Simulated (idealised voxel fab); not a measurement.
voxel released beams: a process module
Cross-sectional view cut (width: 270 nm; square cell size: 5 nm).
Think of the cross-section as a grid of square cells. We describe it in bands, top to bottom, and each band covers one or more rows of those cells.
Band: top height; bottom height; in nm. Then, left to right: material with width in nm, for each material. "full width": a single material spanning edge to edge. "air": empty space.
Measure heights from 0. That's the level where, below it, the as-received wafer is all one material. The lowest band is bottomless and extends downward; write it as in "top 0, no bottom".
Per-row width for "30->40": begins at first number (top row of band), ends at second number (bottom row), increment between rows held constant.
Take "stayed the same" at face value: in the step it is given for, the cross-section changed in none of its cells.
So "Closed void table" is basically the list of trapped voids: any empty space of 8 cells or more that can't reach the top through an opening. They're written width x height at distance, the distance being from the left edge, and it's all nm.
The remark found on a step's line after its settings is issued by the simulator itself and pertains to that step.
"overlay nm" answers the question of how far to the right of plan the mask lay on a step that has a mask, and when it is negative the answer is to the left.
What follows is a series of pairs. Each pair shows a cross-section before one process step and the cross-section after it, and the after view is drawn only down to the lowest band that changed. Beneath each pair is the step that lies between the two, with its settings. Pairs may come from different runs of this module on the same starting wafer, so a pair continues from the one above it only where its entry headed "Ex-ante state" says so.
Ex-ante state
  top 0, no bottom = Si full width
  Closed void table: none
Sectional View, Post-Process
  top 10, bottom 0 = Al2O3 full width
  At heights below 0, the structure remains unaltered.
  Closed void table: none
In between the before and after cross-sections above, the step is CONFORMAL_DEP,material Al2O3,thk nm 10
Ex-ante state: The pre-step condition corresponds to the post-step cross-section depicted in the pair directly above.
Sectional View, Post-Process
  top 25, bottom 10 = SiO2 full width
  At heights below 10, the structure remains unaltered.
  Closed void table: none
In between the before and after cross-sections above, the step is DIRECTIONAL_DEP,material SiO2,thk nm 15
Ex-ante state: The pre-step condition corresponds to the post-step cross-section depicted in the pair directly above.
Sectional View, Post-Process
  top 40, bottom 25 = resist=75 / air=40 / resist=155
  At heights below 25, the structure remains unaltered.
  Closed void table: none
In between the before and after cross-sections above, the step is PATTERN,tone open,mask id ANCHOR,material resist,width nm 40,thk nm 15,overlay nm 0
Ex-ante state: The pre-step condition corresponds to the post-step cross-section depicted in the pair directly above.
Sectional View, Post-Process
  top 40, bottom 25 = resist=75 / air=40 / resist=155
  top 25, bottom 10 = SiO2=75 / air=40 / SiO2=155
  At heights below 10, the structure remains unaltered.
  Closed void table: none
In between the before and after cross-sections above, the step is DIRECTIONAL_ETCH,etch materials SiO2,depth nm 15
Ex-ante state: The pre-step condition corresponds to the post-step cross-section depicted in the pair directly above.
Sectional View, Post-Process
  top 25, bottom 10 = SiO2=75 / air=40 / SiO2=155
  At heights below 10, the structure remains unaltered.
  Closed void table: none
In between the before and after cross-sections above, the step is STRIP,etch materials resist
Ex-ante state: The pre-step condition corresponds to the post-step cross-section depicted in the pair directly above.
Sectional View, Post-Process
  top 40, bottom 25 = polySi=90 / air=10 / polySi=170
  top 25, bottom 10 = SiO2=75 / polySi=40 / SiO2=155
  At heights below 10, the structure remains unaltered.
  Closed void table: none
In between the before and after cross-sections above, the step is CONFORMAL_DEP,material polySi,thk nm 15
Ex-ante state: The pre-step condition corresponds to the post-step cross-section depicted in the pair directly above.
Sectional View, Post-Process
  top 60, bottom 40 = air=70 / resist=125 / air=75
  top 40, bottom 25 = polySi=90 / resist=10 / polySi=170
  At heights below 25, the structure remains unaltered.
  Closed void table: none
In between the before and after cross-sections above, the step is PATTERN,tone cover,mask id BEAM,material resist,width nm 125,thk nm 20,overlay nm 0
Ex-ante state: The pre-step condition corresponds to the post-step cross-section depicted in the pair directly above.
Sectional View, Post-Process
  top 60, bottom 40 = air=70 / resist=125 / air=75
  top 40, bottom 25 = air=70 / polySi=20 / resist=10 / polySi=95 / air=75
  At heights below 25, the structure remains unaltered.
  Closed void table: none
In between the before and after cross-sections above, the step is DIRECTIONAL_ETCH,etch materials polySi,depth nm 15
Ex-ante state: The pre-step condition corresponds to the post-step cross-section depicted in the pair directly above.
Sectional View, Post-Process
  top 40, bottom 25 = air=70 / polySi=20 / air=10 / polySi=95 / air=75
  At heights below 25, the structure remains unaltered.
  Closed void table: none
In between the before and after cross-sections above, the step is STRIP,etch materials resist
Ex-ante state: The pre-step condition corresponds to the post-step cross-section depicted in the pair directly above.
Sectional View, Post-Process
  top 40, bottom 25 = air=70 / polySi=20 / air=10 / polySi=95 / air=75
  top 25, bottom 10 = air=75 / polySi=40 / air=155
  At heights below 10, the structure remains unaltered.
  Closed void table: none
In between the before and after cross-sections above, the step is STRIP,etch materials SiO2
Ex-ante state
  top 0, no bottom = Si full width
  Closed void table: none
Sectional View, Post-Process
  top 15, bottom 0 = SiO2 full width
  At heights below 0, the structure remains unaltered.
  Closed void table: none
In between the before and after cross-sections above, the step is DIRECTIONAL_DEP,material SiO2,thk nm 15
Ex-ante state: The pre-step condition corresponds to the post-step cross-section depicted in the pair directly above.
Sectional View, Post-Process
  top 30, bottom 15 = resist=75 / air=40 / resist=155
  At heights below 15, the structure remains unaltered.
  Closed void table: none
In between the before and after cross-sections above, the step is PATTERN,tone open,mask id ANCHOR,material resist,width nm 40,thk nm 15,overlay nm 0
Ex-ante state: The pre-step condition corresponds to the post-step cross-section depicted in the pair directly above.
Sectional View, Post-Process
  top 30, bottom 15 = resist=75 / air=40 / resist=155
  top 15, bottom 0 = SiO2=75 / air=40 / SiO2=155
  At heights below 0, the structure remains unaltered.
  Closed void table: none
In between the before and after cross-sections above, the step is DIRECTIONAL_ETCH,etch materials SiO2,depth nm 15
Ex-ante state: The pre-step condition corresponds to the post-step cross-section depicted in the pair directly above.
Sectional View, Post-Process
  top 15, bottom 0 = SiO2=75 / air=40 / SiO2=155
  At heights below 0, the structure remains unaltered.
  Closed void table: none
In between the before and after cross-sections above, the step is STRIP,etch materials resist
Ex-ante state: The pre-step condition corresponds to the post-step cross-section depicted in the pair directly above.
Sectional View, Post-Process
  top 30, bottom 15 = polySi=90 / air=10 / polySi=170
  top 15, bottom 0 = SiO2=75 / polySi=40 / SiO2=155
  At heights below 0, the structure remains unaltered.
  Closed void table: none
In between the before and after cross-sections above, the step is CONFORMAL_DEP,material polySi,thk nm 15
Ex-ante state: The pre-step condition corresponds to the post-step cross-section depicted in the pair directly above.
Sectional View, Post-Process
  top 50, bottom 30 = air=70 / resist=125 / air=75
  top 30, bottom 15 = polySi=90 / resist=10 / polySi=170
  At heights below 15, the structure remains unaltered.
  Closed void table: none
In between the before and after cross-sections above, the step is PATTERN,tone cover,mask id BEAM,material resist,width nm 125,thk nm 20,overlay nm 0
Ex-ante state: The pre-step condition corresponds to the post-step cross-section depicted in the pair directly above.
Sectional View, Post-Process
  top 50, bottom 30 = air=70 / resist=125 / air=75
  top 30, bottom 15 = air=70 / polySi=20 / resist=10 / polySi=95 / air=75
  At heights below 15, the structure remains unaltered.
  Closed void table: none
In between the before and after cross-sections above, the step is DIRECTIONAL_ETCH,etch materials polySi,depth nm 15
Ex-ante state: The pre-step condition corresponds to the post-step cross-section depicted in the pair directly above.
Sectional View, Post-Process
  top 30, bottom 15 = air=70 / polySi=20 / air=10 / polySi=95 / air=75
  At heights below 15, the structure remains unaltered.
  Closed void table: none
In between the before and after cross-sections above, the step is STRIP,etch materials resist
Ex-ante state: The pre-step condition corresponds to the post-step cross-section depicted in the pair directly above.
Sectional View, Post-Process
  top 30, bottom 15 = air=70 / polySi=20 / air=10 / polySi=95 / air=75
  top 15, bottom 0 = air=75 / polySi=40 / air=155
  At heights below 0, the structure remains unaltered.
  Closed void table: none
In between the before and after cross-sections above, the step is STRIP,etch materials SiO2
Ex-ante state
  top 40, bottom 25 = polySi=90 / air=10 / polySi=170
  top 25, bottom 10 = SiO2=75 / polySi=40 / SiO2=155
  top 10, bottom 0 = Al2O3 full width
  top 0, no bottom = Si full width
  Closed void table: none
Sectional View, Post-Process
  top 55, bottom 25 = polySi full width
  At heights below 25, the structure remains unaltered.
  Closed void table: none
In between the before and after cross-sections above, the step is CONFORMAL_DEP,material polySi,thk nm 15
Ex-ante state: The pre-step condition corresponds to the post-step cross-section depicted in the pair directly above.
Sectional View, Post-Process
  top 75, bottom 55 = air=70 / resist=125 / air=75
  At heights below 55, the structure remains unaltered.
  Closed void table: none
In between the before and after cross-sections above, the step is PATTERN,tone cover,mask id BEAM,material resist,width nm 125,thk nm 20,overlay nm 0
Ex-ante state: The pre-step condition corresponds to the post-step cross-section depicted in the pair directly above.
Sectional View, Post-Process
  top 75, bottom 55 = air=70 / resist=125 / air=75
  top 55, bottom 40 = air=70 / polySi=125 / air=75
  At heights below 40, the structure remains unaltered.
  Closed void table: none
In between the before and after cross-sections above, the step is DIRECTIONAL_ETCH,etch materials polySi,depth nm 15
Ex-ante state: The pre-step condition corresponds to the post-step cross-section depicted in the pair directly above.
Sectional View, Post-Process
  top 55, bottom 40 = air=70 / polySi=125 / air=75
  At heights below 40, the structure remains unaltered.
  Closed void table: none
In between the before and after cross-sections above, the step is STRIP,etch materials resist
Ex-ante state
  top 15, bottom 0 = SiO2 full width
  top 0, no bottom = Si full width
  Closed void table: none
Sectional View, Post-Process
  top 25, bottom 15 = Al2O3 full width
  At heights below 15, the structure remains unaltered.
  Closed void table: none
In between the before and after cross-sections above, the step is CONFORMAL_DEP,material Al2O3,thk nm 10
Ex-ante state: The pre-step condition corresponds to the post-step cross-section depicted in the pair directly above.
Sectional View, Post-Process
  top 40, bottom 25 = resist=75 / air=40 / resist=155
  At heights below 25, the structure remains unaltered.
  Closed void table: none
In between the before and after cross-sections above, the step is PATTERN,tone open,mask id ANCHOR,material resist,width nm 40,thk nm 15,overlay nm 0
Ex-ante state: The pre-step condition corresponds to the post-step cross-section depicted in the pair directly above.
Sectional View, Post-Process
  top 25, bottom 15 = Al2O3 full width
  At heights below 15, the structure remains unaltered.
  Closed void table: none
In between the before and after cross-sections above, the step is STRIP,etch materials resist
Ex-ante state: The pre-step condition corresponds to the post-step cross-section depicted in the pair directly above.
Sectional View, Post-Process
  top 40, bottom 25 = polySi full width
  At heights below 25, the structure remains unaltered.
  Closed void table: none
In between the before and after cross-sections above, the step is CONFORMAL_DEP,material polySi,thk nm 15
Ex-ante state: The pre-step condition corresponds to the post-step cross-section depicted in the pair directly above.
Sectional View, Post-Process
  top 60, bottom 40 = air=70 / resist=125 / air=75
  At heights below 40, the structure remains unaltered.
  Closed void table: none
In between the before and after cross-sections above, the step is PATTERN,tone cover,mask id BEAM,material resist,width nm 125,thk nm 20,overlay nm 0
Ex-ante state: The pre-step condition corresponds to the post-step cross-section depicted in the pair directly above.
Sectional View, Post-Process
  top 60, bottom 40 = air=70 / resist=125 / air=75
  top 40, bottom 25 = air=70 / polySi=125 / air=75
  At heights below 25, the structure remains unaltered.
  Closed void table: none
In between the before and after cross-sections above, the step is DIRECTIONAL_ETCH,etch materials polySi,depth nm 15
Ex-ante state: The pre-step condition corresponds to the post-step cross-section depicted in the pair directly above.
Sectional View, Post-Process
  top 40, bottom 25 = air=70 / polySi=125 / air=75
  At heights below 25, the structure remains unaltered.
  Closed void table: none
In between the before and after cross-sections above, the step is STRIP,etch materials resist
Ex-ante state
  top 10, bottom 0 = Al2O3 full width
  top 0, no bottom = Si full width
  Closed void table: none
Sectional View, Post-Process
  top 20, bottom 10 = SiO2 full width
  At heights below 10, the structure remains unaltered.
  Closed void table: none
In between the before and after cross-sections above, the step is DIRECTIONAL_DEP,material SiO2,thk nm 10
Ex-ante state: The pre-step condition corresponds to the post-step cross-section depicted in the pair directly above.
Sectional View, Post-Process
  top 35, bottom 20 = resist=75 / air=40 / resist=155
  At heights below 20, the structure remains unaltered.
  Closed void table: none
In between the before and after cross-sections above, the step is PATTERN,tone open,mask id ANCHOR,material resist,width nm 40,thk nm 15,overlay nm 0
Ex-ante state: The pre-step condition corresponds to the post-step cross-section depicted in the pair directly above.
Sectional View, Post-Process
  top 35, bottom 20 = resist=75 / air=40 / resist=155
  top 20, bottom 10 = SiO2=75 / air=40 / SiO2=155
  At heights below 10, the structure remains unaltered.
  Closed void table: none
In between the before and after cross-sections above, the step is DIRECTIONAL_ETCH,etch materials SiO2,depth nm 15
Ex-ante state: The pre-step condition corresponds to the post-step cross-section depicted in the pair directly above.
Sectional View, Post-Process
  top 20, bottom 10 = SiO2=75 / air=40 / SiO2=155
  At heights below 10, the structure remains unaltered.
  Closed void table: none
In between the before and after cross-sections above, the step is STRIP,etch materials resist
Ex-ante state: The pre-step condition corresponds to the post-step cross-section depicted in the pair directly above.
Sectional View, Post-Process
  top 35, bottom 25 = polySi=90 / air=10 / polySi=170
  top 25, bottom 20 = polySi full width
  top 20, bottom 10 = SiO2=75 / polySi=40 / SiO2=155
  At heights below 10, the structure remains unaltered.
  Closed void table: none
In between the before and after cross-sections above, the step is CONFORMAL_DEP,material polySi,thk nm 15
Ex-ante state: The pre-step condition corresponds to the post-step cross-section depicted in the pair directly above.
Sectional View, Post-Process
  top 55, bottom 35 = air=70 / resist=125 / air=75
  top 35, bottom 25 = polySi=90 / resist=10 / polySi=170
  At heights below 25, the structure remains unaltered.
  Closed void table: none
In between the before and after cross-sections above, the step is PATTERN,tone cover,mask id BEAM,material resist,width nm 125,thk nm 20,overlay nm 0
Ex-ante state: The pre-step condition corresponds to the post-step cross-section depicted in the pair directly above.
Sectional View, Post-Process
  top 55, bottom 35 = air=70 / resist=125 / air=75
  top 35, bottom 25 = air=70 / polySi=20 / resist=10 / polySi=95 / air=75
  top 25, bottom 20 = air=70 / polySi=125 / air=75
  At heights below 20, the structure remains unaltered.
  Closed void table: none
In between the before and after cross-sections above, the step is DIRECTIONAL_ETCH,etch materials polySi,depth nm 15
Ex-ante state: The pre-step condition corresponds to the post-step cross-section depicted in the pair directly above.
Sectional View, Post-Process
  top 35, bottom 25 = air=70 / polySi=20 / air=10 / polySi=95 / air=75
  At heights below 25, the structure remains unaltered.
  Closed void table: none
In between the before and after cross-sections above, the step is STRIP,etch materials resist
Ex-ante state: The pre-step condition corresponds to the post-step cross-section depicted in the pair directly above.
Sectional View, Post-Process
  top 35, bottom 25 = air=70 / polySi=20 / air=10 / polySi=95 / air=75
  top 25, bottom 20 = air=70 / polySi=125 / air=75
  top 20, bottom 10 = air=75 / polySi=40 / air=155
  At heights below 10, the structure remains unaltered.
  Closed void table: none
In between the before and after cross-sections above, the step is STRIP,etch materials SiO2
Ex-ante state
  top 25, bottom 10 = SiO2 full width
  top 10, bottom 0 = Al2O3 full width
  top 0, no bottom = Si full width
  Closed void table: none
Sectional View, Post-Process
  top 40, bottom 25 = resist=70 / air=50 / resist=150
  At heights below 25, the structure remains unaltered.
  Closed void table: none
In between the before and after cross-sections above, the step is PATTERN,tone open,mask id ANCHOR,material resist,width nm 50,thk nm 15,overlay nm 0
Ex-ante state: The pre-step condition corresponds to the post-step cross-section depicted in the pair directly above.
Sectional View, Post-Process
  top 40, bottom 25 = resist=70 / air=50 / resist=150
  top 25, bottom 10 = SiO2=70 / air=50 / SiO2=150
  At heights below 10, the structure remains unaltered.
  Closed void table: none
In between the before and after cross-sections above, the step is DIRECTIONAL_ETCH,etch materials SiO2,depth nm 15
Ex-ante state: The pre-step condition corresponds to the post-step cross-section depicted in the pair directly above.
Sectional View, Post-Process
  top 25, bottom 10 = SiO2=70 / air=50 / SiO2=150
  At heights below 10, the structure remains unaltered.
  Closed void table: none
In between the before and after cross-sections above, the step is STRIP,etch materials resist
Ex-ante state: The pre-step condition corresponds to the post-step cross-section depicted in the pair directly above.
Sectional View, Post-Process
  top 40, bottom 25 = polySi=85 / air=20 / polySi=165
  top 25, bottom 10 = SiO2=70 / polySi=50 / SiO2=150
  At heights below 10, the structure remains unaltered.
  Closed void table: none
In between the before and after cross-sections above, the step is CONFORMAL_DEP,material polySi,thk nm 15
Ex-ante state: The pre-step condition corresponds to the post-step cross-section depicted in the pair directly above.
Sectional View, Post-Process
  top 60, bottom 40 = air=70 / resist=125 / air=75
  top 40, bottom 25 = polySi=85 / resist=20 / polySi=165
  At heights below 25, the structure remains unaltered.
  Closed void table: none
In between the before and after cross-sections above, the step is PATTERN,tone cover,mask id BEAM,material resist,width nm 125,thk nm 20,overlay nm 0
Ex-ante state: The pre-step condition corresponds to the post-step cross-section depicted in the pair directly above.
Sectional View, Post-Process
  top 60, bottom 40 = air=70 / resist=125 / air=75
  top 40, bottom 25 = air=70 / polySi=15 / resist=20 / polySi=90 / air=75
  At heights below 25, the structure remains unaltered.
  Closed void table: none
In between the before and after cross-sections above, the step is DIRECTIONAL_ETCH,etch materials polySi,depth nm 15
Ex-ante state: The pre-step condition corresponds to the post-step cross-section depicted in the pair directly above.
Sectional View, Post-Process
  top 40, bottom 25 = air=70 / polySi=15 / air=20 / polySi=90 / air=75
  At heights below 25, the structure remains unaltered.
  Closed void table: none
In between the before and after cross-sections above, the step is STRIP,etch materials resist
Ex-ante state: The pre-step condition corresponds to the post-step cross-section depicted in the pair directly above.
Sectional View, Post-Process
  top 40, bottom 25 = air=70 / polySi=15 / air=20 / polySi=90 / air=75
  top 25, bottom 10 = air=70 / polySi=50 / air=150
  At heights below 10, the structure remains unaltered.
  Closed void table: none
In between the before and after cross-sections above, the step is STRIP,etch materials SiO2
Ex-ante state
  top 25, bottom 10 = SiO2 full width
  top 10, bottom 0 = Al2O3 full width
  top 0, no bottom = Si full width
  Closed void table: none
Sectional View, Post-Process
  top 40, bottom 25 = resist=85 / air=40 / resist=145
  At heights below 25, the structure remains unaltered.
  Closed void table: none
In between the before and after cross-sections above, the step is PATTERN,tone open,mask id ANCHOR,material resist,width nm 40,thk nm 15,overlay nm 10
Ex-ante state: The pre-step condition corresponds to the post-step cross-section depicted in the pair directly above.
Sectional View, Post-Process
  top 40, bottom 25 = resist=85 / air=40 / resist=145
  top 25, bottom 10 = SiO2=85 / air=40 / SiO2=145
  At heights below 10, the structure remains unaltered.
  Closed void table: none
In between the before and after cross-sections above, the step is DIRECTIONAL_ETCH,etch materials SiO2,depth nm 15
Ex-ante state: The pre-step condition corresponds to the post-step cross-section depicted in the pair directly above.
Sectional View, Post-Process
  top 25, bottom 10 = SiO2=85 / air=40 / SiO2=145
  At heights below 10, the structure remains unaltered.
  Closed void table: none
In between the before and after cross-sections above, the step is STRIP,etch materials resist
Ex-ante state: The pre-step condition corresponds to the post-step cross-section depicted in the pair directly above.
Sectional View, Post-Process
  top 40, bottom 25 = polySi=100 / air=10 / polySi=160
  top 25, bottom 10 = SiO2=85 / polySi=40 / SiO2=145
  At heights below 10, the structure remains unaltered.
  Closed void table: none
In between the before and after cross-sections above, the step is CONFORMAL_DEP,material polySi,thk nm 15
Ex-ante state: The pre-step condition corresponds to the post-step cross-section depicted in the pair directly above.
Sectional View, Post-Process
  top 60, bottom 40 = air=70 / resist=125 / air=75
  top 40, bottom 25 = polySi=100 / resist=10 / polySi=160
  At heights below 25, the structure remains unaltered.
  Closed void table: none
In between the before and after cross-sections above, the step is PATTERN,tone cover,mask id BEAM,material resist,width nm 125,thk nm 20,overlay nm 0
Ex-ante state: The pre-step condition corresponds to the post-step cross-section depicted in the pair directly above.
Sectional View, Post-Process
  top 60, bottom 40 = air=70 / resist=125 / air=75
  top 40, bottom 25 = air=70 / polySi=30 / resist=10 / polySi=85 / air=75
  At heights below 25, the structure remains unaltered.
  Closed void table: none
In between the before and after cross-sections above, the step is DIRECTIONAL_ETCH,etch materials polySi,depth nm 15
Ex-ante state: The pre-step condition corresponds to the post-step cross-section depicted in the pair directly above.
Sectional View, Post-Process
  top 40, bottom 25 = air=70 / polySi=30 / air=10 / polySi=85 / air=75
  At heights below 25, the structure remains unaltered.
  Closed void table: none
In between the before and after cross-sections above, the step is STRIP,etch materials resist
Ex-ante state: The pre-step condition corresponds to the post-step cross-section depicted in the pair directly above.
Sectional View, Post-Process
  top 40, bottom 25 = air=70 / polySi=30 / air=10 / polySi=85 / air=75
  top 25, bottom 10 = air=85 / polySi=40 / air=145
  At heights below 10, the structure remains unaltered.
  Closed void table: none
In between the before and after cross-sections above, the step is STRIP,etch materials SiO2
Ex-ante state
  top 10, bottom 0 = Al2O3 full width
  top 0, no bottom = Si full width
  Closed void table: none
Sectional View, Post-Process
  top 25, bottom 0 = Al2O3 full width
  At heights below 0, the structure remains unaltered.
  Closed void table: none
In between the before and after cross-sections above, the step is DIRECTIONAL_DEP,material Al2O3,thk nm 15
Ex-ante state: The pre-step condition corresponds to the post-step cross-section depicted in the pair directly above.
Sectional View, Post-Process
  top 40, bottom 25 = resist=75 / air=40 / resist=155
  At heights below 25, the structure remains unaltered.
  Closed void table: none
In between the before and after cross-sections above, the step is PATTERN,tone open,mask id ANCHOR,material resist,width nm 40,thk nm 15,overlay nm 0
Ex-ante state: The pre-step condition corresponds to the post-step cross-section depicted in the pair directly above.
Sectional View, Post-Process
  top 25, bottom 0 = Al2O3 full width
  At heights below 0, the structure remains unaltered.
  Closed void table: none
In between the before and after cross-sections above, the step is STRIP,etch materials resist
Ex-ante state: The pre-step condition corresponds to the post-step cross-section depicted in the pair directly above.
Sectional View, Post-Process
  top 40, bottom 25 = polySi full width
  At heights below 25, the structure remains unaltered.
  Closed void table: none
In between the before and after cross-sections above, the step is CONFORMAL_DEP,material polySi,thk nm 15
Ex-ante state: The pre-step condition corresponds to the post-step cross-section depicted in the pair directly above.
Sectional View, Post-Process
  top 60, bottom 40 = air=70 / resist=125 / air=75
  At heights below 40, the structure remains unaltered.
  Closed void table: none
In between the before and after cross-sections above, the step is PATTERN,tone cover,mask id BEAM,material resist,width nm 125,thk nm 20,overlay nm 0
Ex-ante state: The pre-step condition corresponds to the post-step cross-section depicted in the pair directly above.
Sectional View, Post-Process
  top 60, bottom 40 = air=70 / resist=125 / air=75
  top 40, bottom 25 = air=70 / polySi=125 / air=75
  At heights below 25, the structure remains unaltered.
  Closed void table: none
In between the before and after cross-sections above, the step is DIRECTIONAL_ETCH,etch materials polySi,depth nm 15
Ex-ante state: The pre-step condition corresponds to the post-step cross-section depicted in the pair directly above.
Sectional View, Post-Process
  top 40, bottom 25 = air=70 / polySi=125 / air=75
  At heights below 25, the structure remains unaltered.
  Closed void table: none
In between the before and after cross-sections above, the step is STRIP,etch materials resist
Ex-ante state
  top 25, bottom 10 = SiO2 full width
  top 10, bottom 0 = Al2O3 full width
  top 0, no bottom = Si full width
  Closed void table: none
Sectional View, Post-Process
  top 40, bottom 25 = air=75 / resist=40 / air=155
  At heights below 25, the structure remains unaltered.
  Closed void table: none
In between the before and after cross-sections above, the step is PATTERN,tone cover,mask id ANCHOR,material resist,width nm 40,thk nm 15,overlay nm 0
Ex-ante state: The pre-step condition corresponds to the post-step cross-section depicted in the pair directly above.
Sectional View, Post-Process
  top 40, bottom 25 = air=75 / resist=40 / air=155
  top 25, bottom 10 = air=75 / SiO2=40 / air=155
  At heights below 10, the structure remains unaltered.
  Closed void table: none
In between the before and after cross-sections above, the step is DIRECTIONAL_ETCH,etch materials SiO2,depth nm 15
Ex-ante state: The pre-step condition corresponds to the post-step cross-section depicted in the pair directly above.
Sectional View, Post-Process
  top 25, bottom 10 = air=75 / SiO2=40 / air=155
  At heights below 10, the structure remains unaltered.
  Closed void table: none
In between the before and after cross-sections above, the step is STRIP,etch materials resist
Ex-ante state: The pre-step condition corresponds to the post-step cross-section depicted in the pair directly above.
Sectional View, Post-Process
  top 40, bottom 25 = air=60 / polySi=70 / air=140
  top 25, bottom 10 = polySi=75 / SiO2=40 / polySi=155
  At heights below 10, the structure remains unaltered.
  Closed void table: none
In between the before and after cross-sections above, the step is CONFORMAL_DEP,material polySi,thk nm 15
Ex-ante state: The pre-step condition corresponds to the post-step cross-section depicted in the pair directly above.
Sectional View, Post-Process
  top 60, bottom 40 = air=70 / resist=125 / air=75
  top 40, bottom 25 = air=60 / polySi=70 / resist=65 / air=75
  At heights below 25, the structure remains unaltered.
  Closed void table: none
In between the before and after cross-sections above, the step is PATTERN,tone cover,mask id BEAM,material resist,width nm 125,thk nm 20,overlay nm 0
Ex-ante state: The pre-step condition corresponds to the post-step cross-section depicted in the pair directly above.
Sectional View, Post-Process
  top 60, bottom 40 = air=70 / resist=125 / air=75
  top 40, bottom 25 = air=70 / polySi=60 / resist=65 / air=75
  top 25, bottom 10 = air=60 / polySi=15 / SiO2=40 / polySi=80 / air=75
  At heights below 10, the structure remains unaltered.
  Closed void table: none
In between the before and after cross-sections above, the step is DIRECTIONAL_ETCH,etch materials polySi,depth nm 15
Ex-ante state: The pre-step condition corresponds to the post-step cross-section depicted in the pair directly above.
Sectional View, Post-Process
  top 40, bottom 25 = air=70 / polySi=60 / air=140
  At heights below 25, the structure remains unaltered.
  Closed void table: none
In between the before and after cross-sections above, the step is STRIP,etch materials resist
